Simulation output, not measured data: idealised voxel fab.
The following process module bears the name voxel self aligned vias.
Section cut is 145 nm wide and gridded with 5 nm square cells.
For the purposes of this document, a cross-section shall be understood as a grid of square cells, specified as bands listed in top-to-bottom order, each band consisting of one or more rows of cells.
Quick guide to a band line: top height, bottom height (nm) up front; then every material left to right with its width in nm. Only one material and it's marked "full width"? Then it fills the band edge to edge. And "empty" just means empty space.
Height 0 is the level under which the wafer as received is all one material. The lowest band goes on downwards, as in "0 -> down".
The expression "30 to 40" gives the width at the extremes of the band, the first number at its top row of cells and the second at its bottom row, with the width changing by equal amounts from each row to the next in between.
Take "remained unchanged" at face value: in the step it is given for, the cross-section changed in none of its cells.
Enclosed voids (no open way to top), threshold 8 cells or more, entry "Enclosed void entries", notation width x height at distance, distance from left edge, nm.
Post-settings text on a step line: simulator's own remark regarding the step.
On any step carrying a mask, the "overlay nm" setting, if present on the step's line, tells how far right of its planned place the mask lay; negative values point to the left.
[Planned process steps]
1) RECEIVE (material Si)
2) CONFORMAL_DEP (material SiO2; thk nm 15)
3) CONFORMAL_DEP (material SiCN; thk nm 5)
4) DIRECTIONAL_DEP (material lowk; thk nm 25)
5) MASKED_ETCH (tone open; mask id LINES; width nm 25; pitch nm 65; etch materials lowk; depth nm 25; overlay nm 0)
6) CONFORMAL_DEP (material TiN; thk nm 5)
7) FILL_DEP (material Ru; thk nm 5)
8) CMP (height nm 45)
9) SELECTIVE_ETCH (etch materials W Ru TiN; depth nm 10)
10) FILL_DEP (material SiN; thk nm 5)
11) CMP (height nm 45)
12) DIRECTIONAL_DEP (material lowk; thk nm 20)
13) DIRECTIONAL_DEP (material aC; thk nm 15)
14) PATTERN (tone open; mask id VIAS; material resist; width nm 45; thk nm 35; overlay nm 0)
15) DIRECTIONAL_ETCH (etch materials aC; depth nm 15)
16) STRIP (etch materials resist)
17) DIRECTIONAL_ETCH (etch materials lowk; depth nm 20)
18) DIRECTIONAL_ETCH (etch materials SiN; depth nm 10)
19) STRIP (etch materials aC)
20) CONFORMAL_DEP (material TiN; thk nm 5)
21) FILL_DEP (material W; thk nm 10)
22) CMP (height nm 65)
23) CONFORMAL_DEP (material SiN; thk nm 5)
[as received, after step 1]
    0 -> down | Si full width
    Enclosed void entries: none
[The plan above was carried out on the starting structure above with one mistake, and this cross-section shows the wafer at the end of the module]
    70 -> 65 | SiN full width
    65 -> 45 | lowk=15 / TiN=5 / W=35 / TiN=5 / lowk=85
    45 -> 40 | SiN=15 / TiN=15 / W=15 / TiN=15 / SiN=85
    40 -> 35 | lowk=25 / TiN=25 / lowk=40 / SiN=25 / lowk=30
    35 -> 20 | lowk=25 / TiN=5 / Ru=15 / TiN=5 / lowk=40 / TiN=5 / Ru=15 / TiN=5 / lowk=30
    20 -> 15 | lowk=25 / TiN=25 / lowk=40 / TiN=25 / lowk=30
    15 -> 10 | SiCN full width
    10 -> 0 | SiO2 full width
    0 -> down | Si full width
    Enclosed void entries: none
Plan not followed: not per plan at step 2, really ran CONFORMAL_DEP (material SiO2; thk nm 10)
